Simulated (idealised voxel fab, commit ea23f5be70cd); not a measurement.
Process module heading - voxel lift off
In the cross-section labelled cut, the width is 235 nm and each square cell is 5 nm.
In this document a cross-section is written as a grid of square cells. It is given as a series of bands, listed from the top down, and a band is one or more rows of cells.
Per band: top height and bottom height in nm, followed by the left-to-right materials and their widths in nm; "all across" marks a single material spanning edge to edge, "blank" marks empty space.
Height 0 is the level under which the wafer as received is all one material. The lowest band goes on downwards, as in "from 0 down".
The width entry "30 to 40" should be interpreted row by row: the top row of cells in the band takes the first number, the bottom row takes the second number, and the change between adjacent rows is uniform throughout.
It should be understood that the words "no alteration", when stated for a given step, signify that the cross-section underwent no change in any of its cells during that step.
This entry, "Closed empty spaces", enumerates those empty regions of no fewer than 8 cells that possess no open connection to the top. Each region is reported in the form width x height at distance, the distance being taken from the left edge, with all three quantities expressed in nm.
On each step's line, the part that comes after the settings is the simulator's own comment on the step.
If you see "overlay nm" on a step's line and that step has a mask, it's telling you how far right of where it was planned the mask ended up; a negative number means it went left instead.

-- These are the steps we planned for the process
1. RECEIVE,material Si
2. CONFORMAL_DEP,material SiN,thk nm 15
3. PATTERN,tone open,mask id LINES,material resist,width nm 15,pitch nm 30,thk nm 20,overlay nm 0
4. DIRECTIONAL_DEP,material Ru,thk nm 10
5. STRIP,etch materials resist
6. CONFORMAL_DEP,material SiCN,thk nm 10

-- Step 1 complete: cross-section of the wafer as received
	from 0 down | Si all across
	Closed empty spaces: none

-- Cross-section, first of two wafers, end of module, run as planned
	from 35 to 25 | blank 70; SiCN 95; blank 70
	from 25 to 15 | SiCN 80; Ru 15; SiCN 15; Ru 15; SiCN 15; Ru 15; SiCN 80
	from 15 to 0 | SiN all across
	from 0 down | Si all across
	Closed empty spaces: none

-- Wafer two, sectioned after the module: the first wafer's start, the first wafer's plan, and one mistake in how it was run
	from 35 to 25 | blank 80; SiCN 95; blank 60
	from 25 to 15 | SiCN 90; Ru 15; SiCN 15; Ru 15; SiCN 15; Ru 15; SiCN 70
	from 15 to 0 | SiN all across
	from 0 down | Si all across
	Closed empty spaces: none
Here's what went sideways: not per plan at step 3, really ran PATTERN,tone open,mask id LINES,material resist,width nm 15,pitch nm 30,thk nm 20,overlay nm 10
End check, second vs first wafer: material counts in cells match, positions do not.
